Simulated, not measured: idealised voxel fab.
Presented below is a process module, voxel self aligned contacts.
Section cut is 250 nm wide and gridded with 5 nm square cells.
Each cross-section below is a grid of square cells, stated as bands in top-down order, with one or more rows of cells making up each band. Band: top and bottom heights (nm) first, top before bottom; then materials from left to right, widths in nm. "throughout" marks a sole material filling the band edge to edge. "empty" denotes empty space. Where do heights start? At 0: under that level the wafer as delivered is made of one material only. And the lowest band has no floor; it just carries on downward, as in "from 0 down". A width given as "30..40" starts at the first number in the band's top row and ends at the second number in its bottom row, shifting by an equal amount at every step from row to row. Reading "nothing different" for a step: not a cell of the cross-section changed in it. "Enclosed cavities": sealed empty spaces, 8 cells or more, no open way to top, listed width x height at distance, with distance from the left edge and width, height and distance in nm. Step line, after settings: the simulator's comment on this step. "overlay nm" on a masked step: distance the mask lay right of its planned place, negative for left.

The process steps that were planned are listed below
1) RECEIVE: material Si
2) OXIDIZE: depth nm 5
3) DIRECTIONAL_DEP: material polySi, thk nm 20
4) DIRECTIONAL_DEP: material SiN, thk nm 20
5) MASKED_ETCH: tone cover, mask id GATE, width nm 25, pitch nm 60, etch materials SiN, depth nm 20, overlay nm -15
6) MASKED_ETCH: tone cover, mask id GATE, width nm 25, pitch nm 60, etch materials polySi, depth nm 20, overlay nm 0
7) CONFORMAL_DEP: material SiN, thk nm 10
8) DIRECTIONAL_ETCH: etch materials SiN, depth nm 10
9) FILL_DEP: material SiO2, thk nm 10
10) CMP: height nm 45
11) MASKED_ETCH: tone open, mask id CONTACT, width nm 45, pitch nm 60, etch materials SiO2, depth nm 50, overlay nm 0
12) CONFORMAL_DEP: material TiN, thk nm 5
13) FILL_DEP: material Ru, thk nm 10
14) CMP: height nm 45
15) CONFORMAL_DEP: material SiCN, thk nm 5
The plan's step 5 overlay nm is the first wafer's value; the wafers differ in this setting and start identical.

Received wafers, first of several: cross-section after step 1
- from 0 down  Si throughout
- Enclosed cavities: none

Module finished, last step 15 done: cross-section of the first of several wafers
- from 50 to 45  SiCN throughout
- from 45 to 40  SiO2 70 | TiN 5 | Ru 5 | TiN 35 | SiO2 15 | TiN 5 | Ru 5 | TiN 35 | SiO2 75
- from 40 to 25  SiO2 25 | SiN 45 | TiN 5 | Ru 5 | TiN 5 | SiN 45 | TiN 5 | Ru 5 | TiN 5 | SiN 45 | SiO2 60
- from 25 to 20  SiO2 25 | SiN 45 | TiN 15 | SiN 45 | TiN 15 | SiN 45 | SiO2 60
- from 20 to 0  SiO2 25 | SiN 10 | polySi 40 | SiN 20 | polySi 40 | SiN 20 | polySi 40 | SiN 10 | SiO2 45
- from 0 to -5  SiO2 throughout
- from -5 down  Si throughout
- Enclosed cavities: none

Final wafer of several, shown in cross-section at the end of the module
- from 50 to 45  SiCN throughout
- from 45 to 40  SiO2 70 | TiN 35 | Ru 5 | TiN 5 | SiO2 15 | TiN 35 | Ru 5 | TiN 5 | SiO2 75
- from 40 to 25  SiO2 55 | SiN 45 | TiN 5 | Ru 5 | TiN 5 | SiN 45 | TiN 5 | Ru 5 | TiN 5 | SiN 45 | SiO2 30
- from 25 to 20  SiO2 55 | SiN 45 | TiN 15 | SiN 45 | TiN 15 | SiN 45 | SiO2 30
- from 20 to 0  SiO2 40 | SiN 10 | polySi 40 | SiN 20 | polySi 40 | SiN 20 | polySi 40 | SiN 10 | SiO2 30
- from 0 to -5  SiO2 throughout
- from -5 down  Si throughout
- Enclosed cavities: none

Below, a row for every wafer. Read it as the end-of-module picture: for each material the wafer shows its cells gained (+) or lost (-) since it was received, and then its closed voids
overlay nm -15; +8 Ru; -50 Si; +50 SiCN; +156 SiN; +206 SiO2; +34 TiN; +96 polySi; Enclosed cavities: none
overlay nm -10; +8 Ru; -50 Si; +50 SiCN; +156 SiN; +208 SiO2; +44 TiN; +84 polySi; Enclosed cavities: none
overlay nm -5; +8 Ru; -50 Si; +50 SiCN; +156 SiN; +210 SiO2; +54 TiN; +72 polySi; Enclosed cavities: none
overlay nm 0; +18 Ru; -50 Si; +50 SiCN; +156 SiN; +212 SiO2; +54 TiN; +60 polySi; Enclosed cavities: none
overlay nm 5; +8 Ru; -50 Si; +50 SiCN; +156 SiN; +210 SiO2; +54 TiN; +72 polySi; Enclosed cavities: none
overlay nm 10; +8 Ru; -50 Si; +50 SiCN; +156 SiN; +208 SiO2; +44 TiN; +84 polySi; Enclosed cavities: none
overlay nm 15; +8 Ru; -50 Si; +50 SiCN; +156 SiN; +206 SiO2; +34 TiN; +96 polySi; Enclosed cavities: none
